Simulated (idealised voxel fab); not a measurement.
A process module follows: voxel capacitor over wiring.
Shown is cross-section cut, with a width of 180 nm and square cells of size 5 nm.
For the purposes of this document, a cross-section shall be understood as a grid of square cells, specified as bands listed in top-to-bottom order, each band consisting of one or more rows of cells. Quick guide to a band line: top height, bottom height (nm) up front; then every material left to right with its width in nm. Only one material and it's marked "edge to edge"? Then it fills the band edge to edge. And "empty" just means empty space. Ref level 0: as-received wafer is one material below here. Bottom band extends down with no lower bound ("z 0 and below"). Width "30 to 40": first value at the band's top row of cells, second value at its bottom row, equal change from row to row. Step marked "nothing was modified"? Then no cell in the cross-section changed in it. Enclosed cavities: empty space of 8 cells or more with no open way to the top, each as width x height at its distance from the left edge, in nm. On each step's line, the part that comes after the settings is the simulator's own comment on the step. A step's line can hold "overlay nm"; with a mask on that step, the setting says how far right of the planned place the mask lay, while a negative setting says it lay to the left.
Process steps foreseen in the plan
1) RECEIVE [material Si]
2) CONFORMAL_DEP [material SiO2] [thk nm 10]
3) CONFORMAL_DEP [material SiN] [thk nm 5]
4) DIRECTIONAL_DEP [material lowk] [thk nm 15]
5) DIRECTIONAL_DEP [material aC] [thk nm 10]
6) PATTERN [tone open] [mask id METAL_1] [material resist] [width nm 20] [pitch nm 80] [thk nm 30] [overlay nm 0]
7) DIRECTIONAL_ETCH [etch materials aC] [depth nm 10]
8) STRIP [etch materials resist]
9) DIRECTIONAL_ETCH [etch materials lowk] [depth nm 15]
10) DIRECTIONAL_ETCH [etch materials SiN] [depth nm 5]
11) STRIP [etch materials aC]
12) CONFORMAL_DEP [material TiN] [thk nm 5]
13) FILL_DEP [material W] [thk nm 10]
14) CMP [height nm 30]
15) EPI [material Ru] [thk nm 5]
16) FILL_DEP [material SiCN] [thk nm 5]
17) DIRECTIONAL_DEP [material lowk] [thk nm 20]
18) MASKED_ETCH [tone open] [mask id PLUG_1] [width nm 15] [etch materials lowk] [depth nm 20] [overlay nm 0]
19) MASKED_ETCH [tone open] [mask id PLUG_1] [width nm 15] [etch materials SiCN] [depth nm 5] [overlay nm 0]
20) CONFORMAL_DEP [material TiN] [thk nm 5]
21) FILL_DEP [material Cu] [thk nm 10]
22) CMP [height nm 60]
23) DIRECTIONAL_DEP [material TiN] [thk nm 10]
24) DIRECTIONAL_DEP [material Al2O3] [thk nm 5]
25) DIRECTIONAL_DEP [material TiN] [thk nm 10]
26) DIRECTIONAL_DEP [material aC] [thk nm 10]
27) PATTERN [tone cover] [mask id UPPER_PLATE] [material resist] [width nm 65] [thk nm 30] [overlay nm 0]
28) DIRECTIONAL_ETCH [etch materials aC] [depth nm 10]
29) STRIP [etch materials resist]
30) DIRECTIONAL_ETCH [etch materials TiN] [depth nm 10]
31) DIRECTIONAL_ETCH [etch materials Al2O3] [depth nm 5]
32) STRIP [etch materials aC]
33) DIRECTIONAL_DEP [material aC] [thk nm 15]
34) PATTERN [tone cover] [mask id LOWER_PLATE] [material resist] [width nm 75] [thk nm 30] [overlay nm 0]
35) DIRECTIONAL_ETCH [etch materials aC] [depth nm 15]
36) STRIP [etch materials resist]
37) DIRECTIONAL_ETCH [etch materials TiN] [depth nm 10]
38) STRIP [etch materials aC]
39) FILL_DEP [material SiO2] [thk nm 15]
40) CMP [height nm 95]
41) MASKED_ETCH [tone open] [mask id PLUG_2] [width nm 15] [etch materials SiO2] [depth nm 10] [overlay nm 0]
42) CONFORMAL_DEP [material TiN] [thk nm 5]
43) FILL_DEP [material W] [thk nm 10]
44) CMP [height nm 95]
45) CONFORMAL_DEP [material SiCN] [thk nm 5]
Wafer at receipt (post step 1), cross-section
> z 0 and below | Si edge to edge
> Enclosed cavities: none
Module complete - cross-section of the first of two wafers, run according to plan
> z 100 to 95 | SiCN edge to edge
> z 95 to 90 | 55 of SiO2  5 of TiN  5 of W  5 of TiN  110 of SiO2
> z 90 to 85 | 55 of SiO2  15 of TiN  110 of SiO2
> z 85 to 75 | 45 of SiO2  65 of TiN  70 of SiO2
> z 75 to 70 | 45 of SiO2  65 of Al2O3  70 of SiO2
> z 70 to 60 | 40 of SiO2  75 of TiN  65 of SiO2
> z 60 to 40 | 45 of lowk  5 of TiN  5 of Cu  5 of TiN  120 of lowk
> z 40 to 35 | 45 of SiCN  15 of TiN  120 of SiCN
> z 35 to 30 | 35 of SiCN  30 of Ru  50 of SiCN  30 of Ru  35 of SiCN
> z 30 to 15 | 40 of lowk  5 of TiN  10 of W  5 of TiN  60 of lowk  5 of TiN  10 of W  5 of TiN  40 of lowk
> z 15 to 10 | 40 of SiN  20 of TiN  60 of SiN  20 of TiN  40 of SiN
> z 10 to 0 | SiO2 edge to edge
> z 0 and below | Si edge to edge
> Enclosed cavities: none
Wafer two (of two), end-of-module cross-section: start = wafer one, plan = wafer one, one run mistake
> z 100 to 95 | SiCN edge to edge
> z 95 to 85 | 45 of SiO2  65 of TiN  70 of SiO2
> z 85 to 80 | 45 of SiO2  65 of Al2O3  70 of SiO2
> z 80 to 70 | Al2O3 edge to edge
> z 70 to 60 | TiN edge to edge
> z 60 to 40 | 45 of lowk  5 of TiN  5 of Cu  5 of TiN  120 of lowk
> z 40 to 35 | 45 of SiCN  15 of TiN  120 of SiCN
> z 35 to 30 | 35 of SiCN  30 of Ru  50 of SiCN  30 of Ru  35 of SiCN
> z 30 to 15 | 40 of lowk  5 of TiN  10 of W  5 of TiN  60 of lowk  5 of TiN  10 of W  5 of TiN  40 of lowk
> z 15 to 10 | 40 of SiN  20 of TiN  60 of SiN  20 of TiN  40 of SiN
> z 10 to 0 | SiO2 edge to edge
> z 0 and below | Si edge to edge
> Enclosed cavities: none
Plan not followed: heads up, step 24 didn't go per plan, it actually ran as DIRECTIONAL_DEP [material Al2O3] [thk nm 15]
Heads up, by the end the second wafer has more or fewer cells of some materials compared to the first: Al2O3: 72 more, SiO2: 108 fewer, TiN: 37 more, W: 1 fewer
